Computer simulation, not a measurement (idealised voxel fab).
process module | voxel capacitor over wiring
cross-section cut | 155 nm wide | cells 5 nm
A cross-section is a grid of square cells, given in bands from the top down. A band is one or more rows of cells.
Each band's line starts with the height of the band's top and of its bottom, in nm. Then come its materials from left to right, each with its width in nm. One material with "throughout" fills the band from edge to edge. "air" is empty space.
Height 0 is the level under which the wafer as received is all one material. The lowest band goes on downwards, as in "0 down".
A width such as "30 to 40" changes by the same amount from each row of cells to the next, from the band's top row to its bottom row.
"no change" after a step means that no cell of the cross-section changed.
closed voids: empty space of 8 cells or more with no open way to the top, each as width x height at its distance from the left edge, in nm
after a step's settings: what the simulator itself notes on the step
overlay nm, on a step with a mask: how far to the right of its planned place the mask lay; to the left if negative
plan
1 op RECEIVE | material Si
2 op CONFORMAL_DEP | material SiO2 | thk nm 10
3 op CONFORMAL_DEP | material SiCN | thk nm 5
4 op DIRECTIONAL_DEP | material SiO2 | thk nm 15
5 op DIRECTIONAL_DEP | material aC | thk nm 15
6 op PATTERN | tone open | mask id METAL_1 | material resist | width nm 20 | pitch nm 80 | thk nm 35 | overlay nm 0
7 op DIRECTIONAL_ETCH | etch materials aC | depth nm 15
8 op STRIP | etch materials resist
9 op DIRECTIONAL_ETCH | etch materials SiO2 | depth nm 15
10 op DIRECTIONAL_ETCH | etch materials SiCN | depth nm 5
11 op STRIP | etch materials aC
12 op CONFORMAL_DEP | material TiN | thk nm 5
13 op FILL_DEP | material Ru | thk nm 5
14 op CMP | height nm 30
15 op EPI | material Ru | thk nm 5
16 op FILL_DEP | material SiCN | thk nm 5
17 op DIRECTIONAL_DEP | material lowk | thk nm 10
18 op MASKED_ETCH | tone open | mask id PLUG_1 | width nm 15 | etch materials lowk | depth nm 10 | overlay nm 0
19 op MASKED_ETCH | tone open | mask id PLUG_1 | width nm 15 | etch materials SiCN | depth nm 5 | overlay nm 0
20 op CONFORMAL_DEP | material TiN | thk nm 5
21 op FILL_DEP | material W | thk nm 5
22 op CMP | height nm 50
23 op DIRECTIONAL_DEP | material TiN | thk nm 5
24 op DIRECTIONAL_DEP | material HfO2 | thk nm 5
25 op DIRECTIONAL_DEP | material TiN | thk nm 10
26 op DIRECTIONAL_DEP | material aC | thk nm 15
27 op PATTERN | tone cover | mask id UPPER_PLATE | material resist | width nm 65 | thk nm 30 | overlay nm 0
28 op DIRECTIONAL_ETCH | etch materials aC | depth nm 15
29 op STRIP | etch materials resist
30 op DIRECTIONAL_ETCH | etch materials TiN | depth nm 10
31 op DIRECTIONAL_ETCH | etch materials HfO2 | depth nm 5
32 op STRIP | etch materials aC
33 op MASKED_ETCH | tone cover | mask id LOWER_PLATE | width nm 75 | etch materials TiN | depth nm 5 | overlay nm 0
34 op FILL_DEP | material SiO2 | thk nm 20
35 op CMP | height nm 85
36 op DIRECTIONAL_DEP | material aC | thk nm 15
37 op PATTERN | tone open | mask id PLUG_2 | material resist | width nm 15 | thk nm 30 | overlay nm 0
38 op DIRECTIONAL_ETCH | etch materials aC | depth nm 15
39 op STRIP | etch materials resist
40 op DIRECTIONAL_ETCH | etch materials SiO2 | depth nm 15
41 op STRIP | etch materials aC
42 op CONFORMAL_DEP | material TiN | thk nm 5
43 op FILL_DEP | material Cu | thk nm 10
44 op CMP | height nm 85
45 op CONFORMAL_DEP | material SiN | thk nm 5
as received, after step 1
  0 down: Si throughout
  closed voids: none
first wafer at the end, as planned
  90 to 85: SiN throughout
  85 to 75: SiO2 40 | TiN 5 | Cu 5 | TiN 5 | SiO2 100
  75 to 70: SiO2 40 | TiN 15 | SiO2 100
  70 to 60: SiO2 30 | TiN 65 | SiO2 60
  60 to 55: SiO2 30 | HfO2 65 | SiO2 60
  55 to 50: SiO2 25 | TiN 75 | SiO2 55
  50 to 40: lowk 30 | TiN 5 | W 5 | TiN 5 | lowk 110
  40 to 35: SiCN 30 | TiN 15 | SiCN 110
  35 to 30: SiCN 20 | Ru 30 | SiCN 50 | Ru 30 | SiCN 25
  30 to 15: SiO2 25 | TiN 5 | Ru 10 | TiN 5 | SiO2 60 | TiN 5 | Ru 10 | TiN 5 | SiO2 30
  15 to 10: SiCN 25 | TiN 20 | SiCN 60 | TiN 20 | SiCN 30
  10 to 0: SiO2 throughout
  0 down: Si throughout
  closed voids: none
second wafer at the end: like start, like plan, one mistake
  90 to 85: SiN throughout
  85 to 75: SiO2 40 | TiN 5 | Cu 5 | TiN 5 | SiO2 100
  75 to 70: SiO2 40 | TiN 15 | SiO2 100
  70 to 65: SiO2 throughout
  65 to 60: SiO2 30 | TiN 65 | SiO2 60
  60 to 55: SiO2 30 | HfO2 65 | SiO2 60
  55 to 50: TiN 25 | SiO2 5 | TiN 65 | SiO2 5 | TiN 55
  50 to 40: lowk 30 | TiN 5 | W 5 | TiN 5 | lowk 110
  40 to 35: SiCN 30 | TiN 15 | SiCN 110
  35 to 30: SiCN 20 | Ru 30 | SiCN 50 | Ru 30 | SiCN 25
  30 to 15: SiO2 25 | TiN 5 | Ru 10 | TiN 5 | SiO2 60 | TiN 5 | Ru 10 | TiN 5 | SiO2 30
  15 to 10: SiCN 25 | TiN 20 | SiCN 60 | TiN 20 | SiCN 30
  10 to 0: SiO2 throughout
  0 down: Si throughout
  closed voids: none
what went wrong: step 33 ran as: op MASKED_ETCH | tone open | mask id LOWER_PLATE | width nm 75 | etch materials TiN | depth nm 5 | overlay nm 0
at the end the second wafer has, in cells: 1 fewer of SiO2 | 1 more of TiN
